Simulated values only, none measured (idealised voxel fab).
This is a process module. Its name is voxel spacer lines.
Cross-section cut: width 280 nm, square cells of 5 nm.
Cross-section layout: square cells on a grid; listed as bands, top to bottom; a band spans one or more cell rows.
What a band's entry tells you: where the top is and where the bottom is, as heights in nm, and after that what lies inside, material by material from left to right, each with its width in nm. Empty space is written as the word "empty", and a single material marked with the word "edge to edge" occupies the band from edge to edge.
Measure heights from 0. That's the level where, below it, the as-received wafer is all one material. The lowest band is bottomless and extends downward; write it as in "0 down".
Graded width ("30..40"): value in top row of band = first number; value in bottom row = second number; row-to-row change constant.
Step note "everything unchanged" = no cross-section cell changed.
In the "Completely sealed voids" entry, you get each enclosed empty space of 8 cells or more, one with no open way to the top, written width x height at distance, distance from the left edge, in nm.
It should be noted that, on the line of a given step, the content following the step's settings is a remark produced by the simulator itself with respect to that step.
Each step line may optionally specify "overlay nm", which for a step with a mask gives the rightward distance between the mask's planned place and where it lay, a negative value indicating the leftward direction.

INTENDED PROCESS STEPS
1. RECEIVE with material Si
2. CONFORMAL_DEP with material Al2O3, thk nm 10
3. DIRECTIONAL_DEP with material SiN, thk nm 10
4. DIRECTIONAL_DEP with material aC, thk nm 20
5. PATTERN with tone cover, mask id MANDREL, material resist, width nm 15, pitch nm 50, thk nm 25, overlay nm 0
6. DIRECTIONAL_ETCH with etch materials aC, depth nm 20
7. STRIP with etch materials resist
8. CONFORMAL_DEP with material SiO2, thk nm 10
9. DIRECTIONAL_ETCH with etch materials SiO2, depth nm 10
10. STRIP with etch materials aC
11. DIRECTIONAL_ETCH with etch materials SiN, depth nm 10
12. STRIP with etch materials SiO2
13. FILL_DEP with material SiO2, thk nm 10
14. CMP with height nm 20

FIRST WAFER OF TWO (RUN AS PLANNED)

CROSS-SECTION OF THE INCOMING WAFER, STATE AFTER STEP 1
0 down  Si edge to edge
Completely sealed voids: none

ONCE STEP 2 IS THROUGH, THE WAFER LOOKS LIKE THIS IN CROSS-SECTION
10 to 0  Al2O3 edge to edge
Nothing below the height 0 has changed.

ONCE STEP 3 IS THROUGH, THE WAFER LOOKS LIKE THIS IN CROSS-SECTION
20 to 10  SiN edge to edge
Nothing below the height 10 has changed.

ONCE STEP 4 IS THROUGH, THE WAFER LOOKS LIKE THIS IN CROSS-SECTION
40 to 20  aC edge to edge
Nothing below the height 20 has changed.

ONCE STEP 5 IS THROUGH, THE WAFER LOOKS LIKE THIS IN CROSS-SECTION
65 to 40  empty 105 nm; resist 15 nm; empty 35 nm; resist 15 nm; empty 110 nm
Nothing below the height 40 has changed.

ONCE STEP 6 IS THROUGH, THE WAFER LOOKS LIKE THIS IN CROSS-SECTION
45 to 40  empty 105 nm; resist 15 nm; empty 35 nm; resist 15 nm; empty 110 nm
40 to 20  empty 105 nm; aC 15 nm; empty 35 nm; aC 15 nm; empty 110 nm
Nothing below the height 20 has changed.

ONCE STEP 7 IS THROUGH, THE WAFER LOOKS LIKE THIS IN CROSS-SECTION
40 to 20  empty 105 nm; aC 15 nm; empty 35 nm; aC 15 nm; empty 110 nm
Nothing below the height 20 has changed.

ONCE STEP 8 IS THROUGH, THE WAFER LOOKS LIKE THIS IN CROSS-SECTION
50 to 40  empty 95 nm; SiO2 35 nm; empty 15 nm; SiO2 35 nm; empty 100 nm
40 to 30  empty 95 nm; SiO2 10 nm; aC 15 nm; SiO2 10 nm; empty 15 nm; SiO2 10 nm; aC 15 nm; SiO2 10 nm; empty 100 nm
30 to 20  SiO2 105 nm; aC 15 nm; SiO2 35 nm; aC 15 nm; SiO2 110 nm
Nothing below the height 20 has changed.

ONCE STEP 9 IS THROUGH, THE WAFER LOOKS LIKE THIS IN CROSS-SECTION
40 to 20  empty 95 nm; SiO2 10 nm; aC 15 nm; SiO2 10 nm; empty 15 nm; SiO2 10 nm; aC 15 nm; SiO2 10 nm; empty 100 nm
Nothing below the height 20 has changed.

ONCE STEP 10 IS THROUGH, THE WAFER LOOKS LIKE THIS IN CROSS-SECTION
40 to 20  empty 95 nm; SiO2 10 nm; empty 15 nm; SiO2 10 nm; empty 15 nm; SiO2 10 nm; empty 15 nm; SiO2 10 nm; empty 100 nm
Nothing below the height 20 has changed.

ONCE STEP 11 IS THROUGH, THE WAFER LOOKS LIKE THIS IN CROSS-SECTION
40 to 20  empty 95 nm; SiO2 10 nm; empty 15 nm; SiO2 10 nm; empty 15 nm; SiO2 10 nm; empty 15 nm; SiO2 10 nm; empty 100 nm
20 to 10  empty 95 nm; SiN 10 nm; empty 15 nm; SiN 10 nm; empty 15 nm; SiN 10 nm; empty 15 nm; SiN 10 nm; empty 100 nm
Nothing below the height 10 has changed.

ONCE STEP 12 IS THROUGH, THE WAFER LOOKS LIKE THIS IN CROSS-SECTION
20 to 10  empty 95 nm; SiN 10 nm; empty 15 nm; SiN 10 nm; empty 15 nm; SiN 10 nm; empty 15 nm; SiN 10 nm; empty 100 nm
Nothing below the height 10 has changed.

ONCE STEP 13 IS THROUGH, THE WAFER LOOKS LIKE THIS IN CROSS-SECTION
30 to 20  SiO2 edge to edge
20 to 10  SiO2 95 nm; SiN 10 nm; SiO2 15 nm; SiN 10 nm; SiO2 15 nm; SiN 10 nm; SiO2 15 nm; SiN 10 nm; SiO2 100 nm
Nothing below the height 10 has changed.

ONCE STEP 14 IS THROUGH, THE WAFER LOOKS LIKE THIS IN CROSS-SECTION
20 to 10  SiO2 95 nm; SiN 10 nm; SiO2 15 nm; SiN 10 nm; SiO2 15 nm; SiN 10 nm; SiO2 15 nm; SiN 10 nm; SiO2 100 nm
Nothing below the height 10 has changed.

THE SECOND WAFER: COMMON ORIGIN AND PLAN, ONE MISTAKE IN EXECUTION, IDENTICAL TO THE FIRST THROUGH STEP 2

SECOND WAFER, SECTION VIEW, TIME POINT: SCHEDULED END OF STEP 3
15 to 10  SiN edge to edge
Nothing below the height 10 has changed.

SECOND WAFER, SECTION VIEW, TIME POINT: SCHEDULED END OF STEP 4
35 to 15  aC edge to edge
Nothing below the height 15 has changed.

SECOND WAFER, SECTION VIEW, TIME POINT: SCHEDULED END OF STEP 5
60 to 35  empty 105 nm; resist 15 nm; empty 35 nm; resist 15 nm; empty 110 nm
Nothing below the height 35 has changed.

SECOND WAFER, SECTION VIEW, TIME POINT: SCHEDULED END OF STEP 6
40 to 35  empty 105 nm; resist 15 nm; empty 35 nm; resist 15 nm; empty 110 nm
35 to 15  empty 105 nm; aC 15 nm; empty 35 nm; aC 15 nm; empty 110 nm
Nothing below the height 15 has changed.

SECOND WAFER, SECTION VIEW, TIME POINT: SCHEDULED END OF STEP 7
35 to 15  empty 105 nm; aC 15 nm; empty 35 nm; aC 15 nm; empty 110 nm
Nothing below the height 15 has changed.

SECOND WAFER, SECTION VIEW, TIME POINT: SCHEDULED END OF STEP 8
45 to 35  empty 95 nm; SiO2 35 nm; empty 15 nm; SiO2 35 nm; empty 100 nm
35 to 25  empty 95 nm; SiO2 10 nm; aC 15 nm; SiO2 10 nm; empty 15 nm; SiO2 10 nm; aC 15 nm; SiO2 10 nm; empty 100 nm
25 to 15  SiO2 105 nm; aC 15 nm; SiO2 35 nm; aC 15 nm; SiO2 110 nm
Nothing below the height 15 has changed.

SECOND WAFER, SECTION VIEW, TIME POINT: SCHEDULED END OF STEP 9
35 to 15  empty 95 nm; SiO2 10 nm; aC 15 nm; SiO2 10 nm; empty 15 nm; SiO2 10 nm; aC 15 nm; SiO2 10 nm; empty 100 nm
Nothing below the height 15 has changed.

SECOND WAFER, SECTION VIEW, TIME POINT: SCHEDULED END OF STEP 10
35 to 15  empty 95 nm; SiO2 10 nm; empty 15 nm; SiO2 10 nm; empty 15 nm; SiO2 10 nm; empty 15 nm; SiO2 10 nm; empty 100 nm
Nothing below the height 15 has changed.

SECOND WAFER, SECTION VIEW, TIME POINT: SCHEDULED END OF STEP 11
35 to 15  empty 95 nm; SiO2 10 nm; empty 15 nm; SiO2 10 nm; empty 15 nm; SiO2 10 nm; empty 15 nm; SiO2 10 nm; empty 100 nm
15 to 10  empty 95 nm; SiN 10 nm; empty 15 nm; SiN 10 nm; empty 15 nm; SiN 10 nm; empty 15 nm; SiN 10 nm; empty 100 nm
Nothing below the height 10 has changed.

SECOND WAFER, SECTION VIEW, TIME POINT: SCHEDULED END OF STEP 12
15 to 10  empty 95 nm; SiN 10 nm; empty 15 nm; SiN 10 nm; empty 15 nm; SiN 10 nm; empty 15 nm; SiN 10 nm; empty 100 nm
Nothing below the height 10 has changed.

SECOND WAFER, SECTION VIEW, TIME POINT: SCHEDULED END OF STEP 13
25 to 15  SiO2 edge to edge
15 to 10  SiO2 95 nm; SiN 10 nm; SiO2 15 nm; SiN 10 nm; SiO2 15 nm; SiN 10 nm; SiO2 15 nm; SiN 10 nm; SiO2 100 nm
Nothing below the height 10 has changed.

SECOND WAFER, SECTION VIEW, TIME POINT: SCHEDULED END OF STEP 14
20 to 15  SiO2 edge to edge
Nothing below the height 15 has changed.
Where did the run depart from the plan? off-plan run, step 3, actual operation and settings DIRECTIONAL_DEP with material SiN, thk nm 5
Counted in cells at the end, the second wafer holds more or fewer of these materials than the first: 8 fewer of SiN, 8 more of SiO2
